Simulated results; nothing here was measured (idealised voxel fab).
process module | voxel self aligned contacts
cross-section cut | 225 nm wide | cells 5 nm
A cross-section is a grid of square cells, given in bands from the top down. A band is one or more rows of cells.
Each band's line starts with the height of the band's top and of its bottom, in nm. Then come its materials from left to right, each with its width in nm. One material with "throughout" fills the band from edge to edge. "air" is empty space.
Height 0 is the level under which the wafer as received is all one material. The lowest band goes on downwards, as in "0 down".
A width such as "30 to 40" changes by the same amount from each row of cells to the next, from the band's top row to its bottom row.
"no change" after a step means that no cell of the cross-section changed.
closed voids: empty space of 8 cells or more with no open way to the top, each as width x height at its distance from the left edge, in nm
after a step's settings: what the simulator itself notes on the step
overlay nm, on a step with a mask: how far to the right of its planned place the mask lay; to the left if negative
plan
1 op RECEIVE | material Si
2 op OXIDIZE | depth nm 5
3 op DIRECTIONAL_DEP | material polySi | thk nm 20
4 op DIRECTIONAL_DEP | material SiN | thk nm 25
5 op DIRECTIONAL_DEP | material aC | thk nm 10
6 op PATTERN | tone cover | mask id GATE | material resist | width nm 25 | pitch nm 70 | thk nm 25 | overlay nm -15
7 op DIRECTIONAL_ETCH | etch materials aC | depth nm 10
8 op STRIP | etch materials resist
9 op DIRECTIONAL_ETCH | etch materials SiN | depth nm 25
10 op DIRECTIONAL_ETCH | etch materials polySi | depth nm 20
11 op STRIP | etch materials aC
12 op CONFORMAL_DEP | material SiN | thk nm 10
13 op DIRECTIONAL_ETCH | etch materials SiN | depth nm 10
14 op FILL_DEP | material SiO2 | thk nm 15
15 op CMP | height nm 50
16 op DIRECTIONAL_DEP | material aC | thk nm 10
17 op PATTERN | tone open | mask id CONTACT | material resist | width nm 55 | pitch nm 70 | thk nm 30 | overlay nm 0
18 op DIRECTIONAL_ETCH | etch materials aC | depth nm 10
19 op STRIP | etch materials resist
20 op DIRECTIONAL_ETCH | etch materials SiO2 | depth nm 55
21 op STRIP | etch materials aC
22 op CONFORMAL_DEP | material TiN | thk nm 5
23 op FILL_DEP | material Ru | thk nm 10
24 op CMP | height nm 50
25 op CONFORMAL_DEP | material SiN | thk nm 5
varied across the wafers: overlay nm of step 6. The plan shows the first wafer's value. All wafers start alike
first wafer as received, after step 1
  0 down: Si throughout
  closed voids: none
each wafer at the end: cells of each material gained (+) or lost (-) since it was received, then its closed voids
overlay nm -15 | +60 Ru | -45 Si | +228 SiN | +130 SiO2 | +62 TiN | +60 polySi | closed voids: none
overlay nm -10 | +60 Ru | -45 Si | +228 SiN | +130 SiO2 | +62 TiN | +60 polySi | closed voids: none
overlay nm -5 | +60 Ru | -45 Si | +228 SiN | +130 SiO2 | +62 TiN | +60 polySi | closed voids: none
overlay nm 0 | +60 Ru | -45 Si | +228 SiN | +130 SiO2 | +62 TiN | +60 polySi | closed voids: none
overlay nm 5 | +60 Ru | -45 Si | +228 SiN | +130 SiO2 | +62 TiN | +60 polySi | closed voids: none
overlay nm 10 | +60 Ru | -45 Si | +228 SiN | +130 SiO2 | +62 TiN | +60 polySi | closed voids: none
overlay nm 15 | +60 Ru | -45 Si | +228 SiN | +130 SiO2 | +62 TiN | +60 polySi | closed voids: none
